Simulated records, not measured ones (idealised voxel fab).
This is a process module. Its name is voxel wiring stack.
cross-section cut | 255 nm wide | cells 5 nm
Cross-section layout: square cells on a grid; listed as bands, top to bottom; a band spans one or more cell rows.
In this notation a band is specified by the heights of its top and bottom, in that order and in nm, after which its materials appear from left to right, each paired with its width in nm. The word "full width" attached to a single material means that material fills the band from edge to edge; the word "empty" stands for empty space.
Heights from 0 (as-received wafer is one material below). Bottom band endless downward, as "0 -> down".
A width such as "30 to 40" changes by the same amount from each row of cells to the next, from the band's top row to its bottom row.
No cell of the cross-section changed in a step that is given as "nothing different".
Empty spaces without an open route to the top, at least 8 cells in extent, make up the entry "Enclosed void listing"; each is given as width x height at distance, where the distance is measured from the left edge, and all are in nm.
On a step's line, text after the settings is the simulator commenting on that step.
The setting "overlay nm" may be written on the line of a step. When the step uses a mask, the value reports how far to the right of the planned place the mask lay, and a negative value reports that it lay to the left.

Below is the list of planned process steps:
1) RECEIVE: material Si
2) CONFORMAL_DEP: material SiO2, thk nm 15
3) DIRECTIONAL_DEP: material TiN, thk nm 5
4) DIRECTIONAL_DEP: material Ru, thk nm 20
5) MASKED_ETCH: tone cover, mask id METAL_1, width nm 30, pitch nm 60, etch materials Ru, depth nm 20, overlay nm 0
6) MASKED_ETCH: tone cover, mask id METAL_1, width nm 30, pitch nm 60, etch materials TiN, depth nm 5, overlay nm 0
7) CONFORMAL_DEP: material SiN, thk nm 5
8) FILL_DEP: material SiO2, thk nm 10
9) CMP: height nm 40
10) CONFORMAL_DEP: material SiCN, thk nm 5
11) DIRECTIONAL_DEP: material lowk, thk nm 30
12) PATTERN: tone open, mask id METAL_2, material resist, width nm 30, pitch nm 60, thk nm 15, overlay nm 0
13) DIRECTIONAL_ETCH: etch materials lowk, depth nm 20
14) STRIP: etch materials resist
15) MASKED_ETCH: tone open, mask id METAL_2_HOLES, width nm 15, pitch nm 120, etch materials lowk, depth nm 10, overlay nm 0
16) MASKED_ETCH: tone open, mask id METAL_2_HOLES, width nm 15, pitch nm 120, etch materials SiCN, depth nm 5, overlay nm 0
17) CONFORMAL_DEP: material TiN, thk nm 5
18) FILL_DEP: material Cu, thk nm 5
19) CMP: height nm 75
20) CONFORMAL_DEP: material SiCN, thk nm 5
21) DIRECTIONAL_DEP: material SiO2, thk nm 30
22) MASKED_ETCH: tone open, mask id METAL_3, width nm 30, pitch nm 60, etch materials SiO2, depth nm 15, overlay nm 0
23) MASKED_ETCH: tone open, mask id METAL_3_HOLES, width nm 15, pitch nm 120, etch materials SiO2, depth nm 15, overlay nm 0
24) MASKED_ETCH: tone open, mask id METAL_3_HOLES, width nm 15, pitch nm 120, etch materials SiCN, depth nm 5, overlay nm 0
25) CONFORMAL_DEP: material TiN, thk nm 5
26) FILL_DEP: material Cu, thk nm 10
27) CMP: height nm 110
28) CONFORMAL_DEP: material SiCN, thk nm 5
29) DIRECTIONAL_DEP: material SiO2, thk nm 30
30) PATTERN: tone open, mask id METAL_4, material resist, width nm 30, pitch nm 60, thk nm 15, overlay nm 0
31) DIRECTIONAL_ETCH: etch materials SiO2, depth nm 15
32) STRIP: etch materials resist
33) MASKED_ETCH: tone open, mask id METAL_4_HOLES, width nm 15, pitch nm 60, etch materials SiO2, depth nm 15, overlay nm 0
34) MASKED_ETCH: tone open, mask id METAL_4_HOLES, width nm 15, pitch nm 60, etch materials SiCN, depth nm 5, overlay nm 0
35) CONFORMAL_DEP: material TiN, thk nm 5
36) FILL_DEP: material Cu, thk nm 10
37) CMP: height nm 145
38) CONFORMAL_DEP: material SiN, thk nm 5

Cross-sectional view of the wafer in its as-received condition, corresponding to the state after step 1:
    0 -> down = Si full width
    Enclosed void listing: none

First of two wafers: cross-section at end of module, run per plan:
    150 -> 145 = SiN full width
    145 -> 135 = SiO2 20 nm  TiN 5 nm  Cu 20 nm  TiN 5 nm  SiO2 30 nm  TiN 5 nm  Cu 20 nm  TiN 5 nm  SiO2 30 nm  TiN 5 nm  Cu 20 nm  TiN 5 nm  SiO2 30 nm  TiN 5 nm  Cu 20 nm  TiN 5 nm  SiO2 25 nm
    135 -> 130 = SiO2 20 nm  TiN 5 nm  Cu 5 nm  TiN 20 nm  SiO2 30 nm  TiN 5 nm  Cu 5 nm  TiN 20 nm  SiO2 30 nm  TiN 5 nm  Cu 5 nm  TiN 20 nm  SiO2 30 nm  TiN 5 nm  Cu 5 nm  TiN 20 nm  SiO2 25 nm
    130 -> 115 = SiO2 20 nm  TiN 5 nm  Cu 5 nm  TiN 5 nm  SiO2 45 nm  TiN 5 nm  Cu 5 nm  TiN 5 nm  SiO2 45 nm  TiN 5 nm  Cu 5 nm  TiN 5 nm  SiO2 45 nm  TiN 5 nm  Cu 5 nm  TiN 5 nm  SiO2 40 nm
    115 -> 110 = SiCN 20 nm  TiN 15 nm  SiCN 45 nm  TiN 15 nm  SiCN 45 nm  TiN 15 nm  SiCN 45 nm  TiN 15 nm  SiCN 40 nm
    110 -> 100 = SiO2 20 nm  TiN 5 nm  Cu 20 nm  TiN 5 nm  SiO2 30 nm  TiN 5 nm  Cu 20 nm  TiN 5 nm  SiO2 30 nm  TiN 5 nm  Cu 20 nm  TiN 5 nm  SiO2 30 nm  TiN 5 nm  Cu 20 nm  TiN 5 nm  SiO2 25 nm
    100 -> 95 = SiO2 20 nm  TiN 5 nm  Cu 5 nm  TiN 20 nm  SiO2 30 nm  TiN 30 nm  SiO2 30 nm  TiN 5 nm  Cu 5 nm  TiN 20 nm  SiO2 30 nm  TiN 30 nm  SiO2 25 nm
    95 -> 80 = SiO2 20 nm  TiN 5 nm  Cu 5 nm  TiN 5 nm  SiO2 105 nm  TiN 5 nm  Cu 5 nm  TiN 5 nm  SiO2 100 nm
    80 -> 75 = SiCN 20 nm  TiN 15 nm  SiCN 105 nm  TiN 15 nm  SiCN 100 nm
    75 -> 60 = lowk 20 nm  TiN 5 nm  Cu 20 nm  TiN 5 nm  lowk 30 nm  TiN 5 nm  Cu 20 nm  TiN 5 nm  lowk 30 nm  TiN 5 nm  Cu 20 nm  TiN 5 nm  lowk 30 nm  TiN 5 nm  Cu 20 nm  TiN 5 nm  lowk 25 nm
    60 -> 55 = lowk 20 nm  TiN 5 nm  Cu 5 nm  TiN 20 nm  lowk 30 nm  TiN 30 nm  lowk 30 nm  TiN 5 nm  Cu 5 nm  TiN 20 nm  lowk 30 nm  TiN 30 nm  lowk 25 nm
    55 -> 45 = lowk 20 nm  TiN 5 nm  Cu 5 nm  TiN 5 nm  lowk 105 nm  TiN 5 nm  Cu 5 nm  TiN 5 nm  lowk 100 nm
    45 -> 40 = SiCN 20 nm  TiN 15 nm  SiCN 105 nm  TiN 15 nm  SiCN 100 nm
    40 -> 20 = SiO2 15 nm  SiN 5 nm  Ru 30 nm  SiN 5 nm  SiO2 20 nm  SiN 5 nm  Ru 30 nm  SiN 5 nm  SiO2 20 nm  SiN 5 nm  Ru 30 nm  SiN 5 nm  SiO2 20 nm  SiN 5 nm  Ru 30 nm  SiN 5 nm  SiO2 20 nm
    20 -> 15 = SiN 20 nm  TiN 30 nm  SiN 30 nm  TiN 30 nm  SiN 30 nm  TiN 30 nm  SiN 30 nm  TiN 30 nm  SiN 25 nm
    15 -> 0 = SiO2 full width
    0 -> down = Si full width
    Enclosed void listing: none

The second wafer, shown in cross-section after the module: started the same way as the first and given the same plan, yet one mistake crept into how it was run:
    150 -> 145 = SiN full width
    145 -> 135 = SiO2 15 nm  TiN 5 nm  Cu 20 nm  TiN 5 nm  SiO2 30 nm  TiN 5 nm  Cu 20 nm  TiN 5 nm  SiO2 30 nm  TiN 5 nm  Cu 20 nm  TiN 5 nm  SiO2 30 nm  TiN 5 nm  Cu 20 nm  TiN 5 nm  SiO2 30 nm
    135 -> 130 = SiO2 15 nm  TiN 10 nm  Cu 5 nm  TiN 15 nm  SiO2 30 nm  TiN 10 nm  Cu 5 nm  TiN 15 nm  SiO2 30 nm  TiN 10 nm  Cu 5 nm  TiN 15 nm  SiO2 30 nm  TiN 10 nm  Cu 5 nm  TiN 15 nm  SiO2 30 nm
    130 -> 115 = SiO2 20 nm  TiN 5 nm  Cu 5 nm  TiN 5 nm  SiO2 45 nm  TiN 5 nm  Cu 5 nm  TiN 5 nm  SiO2 45 nm  TiN 5 nm  Cu 5 nm  TiN 5 nm  SiO2 45 nm  TiN 5 nm  Cu 5 nm  TiN 5 nm  SiO2 40 nm
    115 -> 110 = SiCN 20 nm  TiN 15 nm  SiCN 45 nm  TiN 15 nm  SiCN 45 nm  TiN 15 nm  SiCN 45 nm  TiN 15 nm  SiCN 40 nm
    110 -> 100 = SiO2 20 nm  TiN 5 nm  Cu 20 nm  TiN 5 nm  SiO2 30 nm  TiN 5 nm  Cu 20 nm  TiN 5 nm  SiO2 30 nm  TiN 5 nm  Cu 20 nm  TiN 5 nm  SiO2 30 nm  TiN 5 nm  Cu 20 nm  TiN 5 nm  SiO2 25 nm
    100 -> 95 = SiO2 20 nm  TiN 5 nm  Cu 5 nm  TiN 20 nm  SiO2 30 nm  TiN 30 nm  SiO2 30 nm  TiN 5 nm  Cu 5 nm  TiN 20 nm  SiO2 30 nm  TiN 30 nm  SiO2 25 nm
    95 -> 80 = SiO2 20 nm  TiN 5 nm  Cu 5 nm  TiN 5 nm  SiO2 105 nm  TiN 5 nm  Cu 5 nm  TiN 5 nm  SiO2 100 nm
    80 -> 75 = SiCN 20 nm  TiN 15 nm  SiCN 105 nm  TiN 15 nm  SiCN 100 nm
    75 -> 60 = lowk 20 nm  TiN 5 nm  Cu 20 nm  TiN 5 nm  lowk 30 nm  TiN 5 nm  Cu 20 nm  TiN 5 nm  lowk 30 nm  TiN 5 nm  Cu 20 nm  TiN 5 nm  lowk 30 nm  TiN 5 nm  Cu 20 nm  TiN 5 nm  lowk 25 nm
    60 -> 55 = lowk 20 nm  TiN 5 nm  Cu 5 nm  TiN 20 nm  lowk 30 nm  TiN 30 nm  lowk 30 nm  TiN 5 nm  Cu 5 nm  TiN 20 nm  lowk 30 nm  TiN 30 nm  lowk 25 nm
    55 -> 45 = lowk 20 nm  TiN 5 nm  Cu 5 nm  TiN 5 nm  lowk 105 nm  TiN 5 nm  Cu 5 nm  TiN 5 nm  lowk 100 nm
    45 -> 40 = SiCN 20 nm  TiN 15 nm  SiCN 105 nm  TiN 15 nm  SiCN 100 nm
    40 -> 20 = SiO2 15 nm  SiN 5 nm  Ru 30 nm  SiN 5 nm  SiO2 20 nm  SiN 5 nm  Ru 30 nm  SiN 5 nm  SiO2 20 nm  SiN 5 nm  Ru 30 nm  SiN 5 nm  SiO2 20 nm  SiN 5 nm  Ru 30 nm  SiN 5 nm  SiO2 20 nm
    20 -> 15 = SiN 20 nm  TiN 30 nm  SiN 30 nm  TiN 30 nm  SiN 30 nm  TiN 30 nm  SiN 30 nm  TiN 30 nm  SiN 25 nm
    15 -> 0 = SiO2 full width
    0 -> down = Si full width
    Enclosed void listing: none
Want to know what went wrong? in deviation from the planned setting, step 30 was conducted as PATTERN: tone open, mask id METAL_4, material resist, width nm 30, pitch nm 60, thk nm 15, overlay nm -5
Heads up: at the end the two wafers have identical cell counts per material, they're just laid out differently.
